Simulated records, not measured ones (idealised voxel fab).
The name of this process module is voxel self aligned vias.
Square cells of 5 nm make up the cross-section cut, whose width is 255 nm.
Cross-section, as written here: a square-cell grid given band by band from the top down, where a band holds one or more rows of cells. Heads up on the band format: heights come first, top then bottom, in nm. After that it's the materials left to right, each with its width in nm. A single material flagged "everywhere" fills the whole band edge to edge, and "empty" means there's empty space there. Ref level 0: as-received wafer is one material below here. Bottom band extends down with no lower bound ("from 0 down"). So if you see something like "30 to 40" for the width, read it as the top row of the band sitting at the first number and the bottom row at the second, with every row in between moving by the same amount as the last. "no modifications" means the step left every cell of the cross-section as it was. "Sealed internal voids": empty spaces of 8 cells or more with no open way to the top, each given as width x height at distance, distance from the left edge, all in nm. Post-settings text on a step line: simulator's own remark regarding the step. overlay nm: for a step with a mask, the amount by which the mask lay right of where it was planned; a negative amount means left of it.

[Process steps foreseen in the plan]
step 1: RECEIVE: material Si
step 2: CONFORMAL_DEP: material SiO2, thk nm 15
step 3: CONFORMAL_DEP: material SiCN, thk nm 5
step 4: DIRECTIONAL_DEP: material lowk, thk nm 25
step 5: PATTERN: tone open, mask id LINES, material resist, width nm 30, pitch nm 70, thk nm 15, overlay nm 0
step 6: DIRECTIONAL_ETCH: etch materials lowk, depth nm 25
step 7: STRIP: etch materials resist
step 8: CONFORMAL_DEP: material TiN, thk nm 5
step 9: FILL_DEP: material W, thk nm 10
step 10: CMP: height nm 45
step 11: SELECTIVE_ETCH: etch materials W Ru TiN, depth nm 5
step 12: FILL_DEP: material SiN, thk nm 5
step 13: CMP: height nm 45
step 14: DIRECTIONAL_DEP: material lowk, thk nm 15
step 15: DIRECTIONAL_DEP: material aC, thk nm 15
step 16: PATTERN: tone open, mask id VIAS, material resist, width nm 50, pitch nm 70, thk nm 30, overlay nm 0
step 17: DIRECTIONAL_ETCH: etch materials aC, depth nm 15
step 18: STRIP: etch materials resist
step 19: DIRECTIONAL_ETCH: etch materials lowk, depth nm 15
step 20: DIRECTIONAL_ETCH: etch materials SiN, depth nm 5
step 21: STRIP: etch materials aC
step 22: CONFORMAL_DEP: material TiN, thk nm 5
step 23: FILL_DEP: material Cu, thk nm 10
step 24: CMP: height nm 60
step 25: CONFORMAL_DEP: material SiN, thk nm 5

[Cross-section: wafer on arrival = after step 1]
> from 0 down = Si everywhere
> Sealed internal voids: none

[Sectioned view, first of two wafers, at the close of the module, processed as intended in the plan]
> from 65 to 60 = SiN everywhere
> from 60 to 50 = 65 lowk; 5 TiN; 40 Cu; 5 TiN; 20 lowk; 5 TiN; 40 Cu; 5 TiN; 70 lowk
> from 50 to 45 = 65 lowk; 15 TiN; 20 Cu; 15 TiN; 20 lowk; 15 TiN; 20 Cu; 15 TiN; 70 lowk
> from 45 to 40 = 75 lowk; 30 TiN; 40 lowk; 30 TiN; 80 lowk
> from 40 to 25 = 75 lowk; 5 TiN; 20 W; 5 TiN; 40 lowk; 5 TiN; 20 W; 5 TiN; 80 lowk
> from 25 to 20 = 75 lowk; 30 TiN; 40 lowk; 30 TiN; 80 lowk
> from 20 to 15 = SiCN everywhere
> from 15 to 0 = SiO2 everywhere
> from 0 down = Si everywhere
> Sealed internal voids: none

[Cross-sectional image of the second wafer of the two following completion of the module. Starting state and process plan were the same as for the first wafer; one execution error occurred]
> from 65 to 60 = SiN everywhere
> from 60 to 50 = 65 lowk; 5 TiN; 40 Cu; 5 TiN; 20 lowk; 5 TiN; 40 Cu; 5 TiN; 70 lowk
> from 50 to 45 = 65 lowk; 15 TiN; 25 Cu; 10 TiN; 20 lowk; 15 TiN; 25 Cu; 10 TiN; 70 lowk
> from 45 to 40 = 75 lowk; 35 TiN; 35 lowk; 35 TiN; 75 lowk
> from 40 to 25 = 75 lowk; 5 TiN; 25 W; 5 TiN; 35 lowk; 5 TiN; 25 W; 5 TiN; 75 lowk
> from 25 to 20 = 75 lowk; 35 TiN; 35 lowk; 35 TiN; 75 lowk
> from 20 to 15 = SiCN everywhere
> from 15 to 0 = SiO2 everywhere
> from 0 down = Si everywhere
> Sealed internal voids: none
What broke from the plan during processing? step 5 off recipe, ran as PATTERN: tone open, mask id LINES, material resist, width nm 35, pitch nm 70, thk nm 15, overlay nm 0
Final wafer comparison in cells, second versus first, more or fewer per material: Cu: 2 more, TiN: 2 more, W: 6 more, lowk: 10 fewer
